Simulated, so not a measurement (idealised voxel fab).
The process module presented herein is designated voxel released beams.
Square cells of 5 nm make up the cross-section cut, whose width is 285 nm.
Heads up, the way a cross-section reads in here is a grid of square cells, handed over as bands from the top down, with every band being one or more rows of cells.
Each band's line starts with the height of the band's top and of its bottom, in nm. Then come its materials from left to right, each with its width in nm. One material with "throughout" fills the band from edge to edge. "air" is empty space.
Note: height 0 marks the level under which the wafer is uniformly one material as received. Lowest band unbounded below, written "0 down".
Top row gets the first number, bottom row gets the second, and each row in between changes by the same step: that is how a band width like "30 to 40" works.
Reading "identical to before" for a step: not a cell of the cross-section changed in it.
"Sealed-off cavities" contains a list of empty spaces, each no smaller than 8 cells and without an open way to the top, written in the form width x height at distance with the distance from the left edge and all three in nm.
Anything after a step's settings on that line? It's the simulator's own note about the step.
overlay nm, on a step with a mask: how far to the right of its planned place the mask lay; to the left if negative
plan:
step 1: RECEIVE (material Si)
step 2: CONFORMAL_DEP (material SiN; thk nm 5)
step 3: DIRECTIONAL_DEP (material SiO2; thk nm 10)
step 4: PATTERN (tone open; mask id ANCHOR; material resist; width nm 35; thk nm 15; overlay nm 0)
step 5: DIRECTIONAL_ETCH (etch materials SiO2; depth nm 10)
step 6: STRIP (etch materials resist)
step 7: CONFORMAL_DEP (material polySi; thk nm 15)
step 8: DIRECTIONAL_DEP (material aC; thk nm 10)
step 9: PATTERN (tone cover; mask id BEAM; material resist; width nm 115; thk nm 25; overlay nm 0)
step 10: DIRECTIONAL_ETCH (etch materials aC; depth nm 10)
step 11: STRIP (etch materials resist)
step 12: DIRECTIONAL_ETCH (etch materials polySi; depth nm 15)
step 13: STRIP (etch materials aC)
step 14: STRIP (etch materials SiO2)
First wafer, two in total, run as planned:
Cross-sectional view of the wafer in its as-received condition, corresponding to the state after step 1:
    0 down | Si throughout
    Sealed-off cavities: none
You're looking at a cross-section of the wafer after step 2:
    5 to 0 | SiN throughout
    Everything below 0 is unchanged.
You're looking at a cross-section of the wafer after step 3:
    15 to 5 | SiO2 throughout
    Everything below 5 is unchanged.
You're looking at a cross-section of the wafer after step 4:
    30 to 15 | resist 85 | air 35 | resist 165
    Everything below 15 is unchanged.
You're looking at a cross-section of the wafer after step 5:
    30 to 15 | resist 85 | air 35 | resist 165
    15 to 5 | SiO2 85 | air 35 | SiO2 165
    Everything below 5 is unchanged.
You're looking at a cross-section of the wafer after step 6:
    15 to 5 | SiO2 85 | air 35 | SiO2 165
    Everything below 5 is unchanged.
You're looking at a cross-section of the wafer after step 7:
    30 to 20 | polySi 100 | air 5 | polySi 180
    20 to 15 | polySi throughout
    15 to 5 | SiO2 85 | polySi 35 | SiO2 165
    Everything below 5 is unchanged.
You're looking at a cross-section of the wafer after step 8:
    40 to 30 | aC 100 | air 5 | aC 180
    30 to 20 | polySi 100 | aC 5 | polySi 180
    Everything below 20 is unchanged.
You're looking at a cross-section of the wafer after step 9:
    65 to 40 | air 80 | resist 115 | air 90
    40 to 30 | aC 100 | resist 5 | aC 180
    Everything below 30 is unchanged.
You're looking at a cross-section of the wafer after step 10:
    55 to 40 | air 80 | resist 115 | air 90
    40 to 30 | air 80 | aC 20 | resist 5 | aC 90 | air 90
    Everything below 30 is unchanged.
You're looking at a cross-section of the wafer after step 11:
    40 to 30 | air 80 | aC 20 | air 5 | aC 90 | air 90
    Everything below 30 is unchanged.
You're looking at a cross-section of the wafer after step 12:
    40 to 30 | air 80 | aC 20 | air 5 | aC 90 | air 90
    30 to 20 | air 80 | polySi 20 | aC 5 | polySi 90 | air 90
    20 to 15 | air 80 | polySi 115 | air 90
    Everything below 15 is unchanged.
You're looking at a cross-section of the wafer after step 13:
    30 to 20 | air 80 | polySi 20 | air 5 | polySi 90 | air 90
    Everything below 20 is unchanged.
You're looking at a cross-section of the wafer after step 14:
    30 to 20 | air 80 | polySi 20 | air 5 | polySi 90 | air 90
    20 to 15 | air 80 | polySi 115 | air 90
    15 to 5 | air 85 | polySi 35 | air 165
    Everything below 5 is unchanged.
Second of two: same start, same plan, one run error; steps up to and including 8 match the first:
Cross-section of the second wafer corresponding to the planned conclusion of step 9:
    65 to 40 | air 85 | resist 115 | air 85
    40 to 30 | aC 100 | resist 5 | aC 180
    Everything below 30 is unchanged.
Cross-section of the second wafer corresponding to the planned conclusion of step 10:
    55 to 40 | air 85 | resist 115 | air 85
    40 to 30 | air 85 | aC 15 | resist 5 | aC 95 | air 85
    Everything below 30 is unchanged.
Cross-section of the second wafer corresponding to the planned conclusion of step 11:
    40 to 30 | air 85 | aC 15 | air 5 | aC 95 | air 85
    Everything below 30 is unchanged.
Cross-section of the second wafer corresponding to the planned conclusion of step 12:
    40 to 30 | air 85 | aC 15 | air 5 | aC 95 | air 85
    30 to 20 | air 85 | polySi 15 | aC 5 | polySi 95 | air 85
    20 to 15 | air 85 | polySi 115 | air 85
    Everything below 15 is unchanged.
Cross-section of the second wafer corresponding to the planned conclusion of step 13:
    30 to 20 | air 85 | polySi 15 | air 5 | polySi 95 | air 85
    Everything below 20 is unchanged.
Cross-section of the second wafer corresponding to the planned conclusion of step 14:
    30 to 20 | air 85 | polySi 15 | air 5 | polySi 95 | air 85
    20 to 15 | air 85 | polySi 115 | air 85
    15 to 5 | air 85 | polySi 35 | air 165
    Everything below 5 is unchanged.
What was done differently from what was planned? step 9, actual vs plan mismatch, actual run PATTERN (tone cover; mask id BEAM; material resist; width nm 115; thk nm 25; overlay nm 5)
When the process is done, the second wafer contains the same cell count of every material as the first wafer, but distributed over other locations.
